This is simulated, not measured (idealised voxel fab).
A process module follows: voxel wiring stack.
Square cell edge 5 nm, section width 280 nm, ID cut.
Notation: cross-section as square-cell grid; stated in bands, top first, going down; one or more cell rows per band. Basically the band line says how high the top is and how high the bottom is, in nm, and then what's in it from left to right, every material with its width in nm. Empty space shows up as "air", and if a single material carries "full width" it runs the full band edge to edge. For the purposes of this specification, 0 denotes the height below which the wafer in its as-received condition is composed wholly of one material, and the lowermost band, lacking a lower limit, extends downward without end, as expressed in "0 nm and below". A width such as "30..40" changes by the same amount from each row of cells to the next, from the band's top row to its bottom row. "stayed the same" (step): cross-section cells unchanged, all of them. Each empty space that has no open way to the top and spans at least 8 cells appears under "Non-vented voids" as width x height at distance, the distance counted from the left edge, all in nm. Heads up: the bit after the settings on a step's line is the simulator's remark on that step. overlay nm, on a step with a mask: how far to the right of its planned place the mask lay; to the left if negative.

Intended process steps
step 1: RECEIVE, material Si
step 2: CONFORMAL_DEP, material SiO2, thk nm 15
step 3: CONFORMAL_DEP, material SiN, thk nm 5
step 4: DIRECTIONAL_DEP, material lowk, thk nm 20
step 5: DIRECTIONAL_DEP, material aC, thk nm 10
step 6: PATTERN, tone open, mask id METAL_1, material resist, width nm 25, pitch nm 45, thk nm 25, overlay nm 0
step 7: DIRECTIONAL_ETCH, etch materials aC, depth nm 10
step 8: STRIP, etch materials resist
step 9: DIRECTIONAL_ETCH, etch materials lowk, depth nm 20
step 10: DIRECTIONAL_ETCH, etch materials SiN, depth nm 5
step 11: STRIP, etch materials aC
step 12: CONFORMAL_DEP, material TiN, thk nm 5
step 13: FILL_DEP, material Ru, thk nm 5
step 14: CMP, height nm 40
step 15: CONFORMAL_DEP, material SiCN, thk nm 5
step 16: DIRECTIONAL_DEP, material lowk, thk nm 10
step 17: MASKED_ETCH, tone open, mask id PLUG_1, width nm 15, pitch nm 45, etch materials lowk, depth nm 10, overlay nm -15
step 18: MASKED_ETCH, tone open, mask id PLUG_1, width nm 15, pitch nm 45, etch materials SiCN, depth nm 5, overlay nm 0
step 19: EPI, material Ru, thk nm 10
step 20: EPI, material Ru, thk nm 5
step 21: CONFORMAL_DEP, material SiN, thk nm 5
step 22: DIRECTIONAL_DEP, material SiO2, thk nm 15
step 23: PATTERN, tone open, mask id METAL_2, material resist, width nm 25, pitch nm 45, thk nm 20, overlay nm 0
step 24: DIRECTIONAL_ETCH, etch materials SiO2, depth nm 15
step 25: DIRECTIONAL_ETCH, etch materials SiN, depth nm 5
step 26: STRIP, etch materials resist
step 27: CONFORMAL_DEP, material TiN, thk nm 5
step 28: FILL_DEP, material Cu, thk nm 5
step 29: CMP, height nm 75
step 30: CONFORMAL_DEP, material SiN, thk nm 5
Where the wafers of this document differ is in the overlay nm of step 17; they start out the same, and the plan states the value that applied to the first wafer.

Cross-sectional view of the first of several wafers in the as-received condition, corresponding to the state following step 1
  0 nm and below: Si full width
  Non-vented voids: none

Table: wafers, a row each; end-of-module cell change per material since receipt, gain (+), loss (-); then closed voids
overlay nm -15 | +27 Cu | +36 Ru | +56 SiCN | +150 SiN | +291 SiO2 | +78 TiN | +258 lowk | Non-vented voids: none
overlay nm -10 | +27 Cu | +57 Ru | +53 SiCN | +138 SiN | +291 SiO2 | +72 TiN | +258 lowk | Non-vented voids: none
overlay nm -5 | +27 Cu | +60 Ru | +50 SiCN | +138 SiN | +291 SiO2 | +72 TiN | +258 lowk | Non-vented voids: none
overlay nm 0 | +27 Cu | +63 Ru | +47 SiCN | +138 SiN | +291 SiO2 | +72 TiN | +258 lowk | Non-vented voids: none
overlay nm 5 | +27 Cu | +60 Ru | +50 SiCN | +138 SiN | +291 SiO2 | +72 TiN | +258 lowk | Non-vented voids: none
overlay nm 10 | +27 Cu | +57 Ru | +53 SiCN | +138 SiN | +291 SiO2 | +72 TiN | +258 lowk | Non-vented voids: none
overlay nm 15 | +27 Cu | +36 Ru | +56 SiCN | +150 SiN | +291 SiO2 | +78 TiN | +258 lowk | Non-vented voids: none
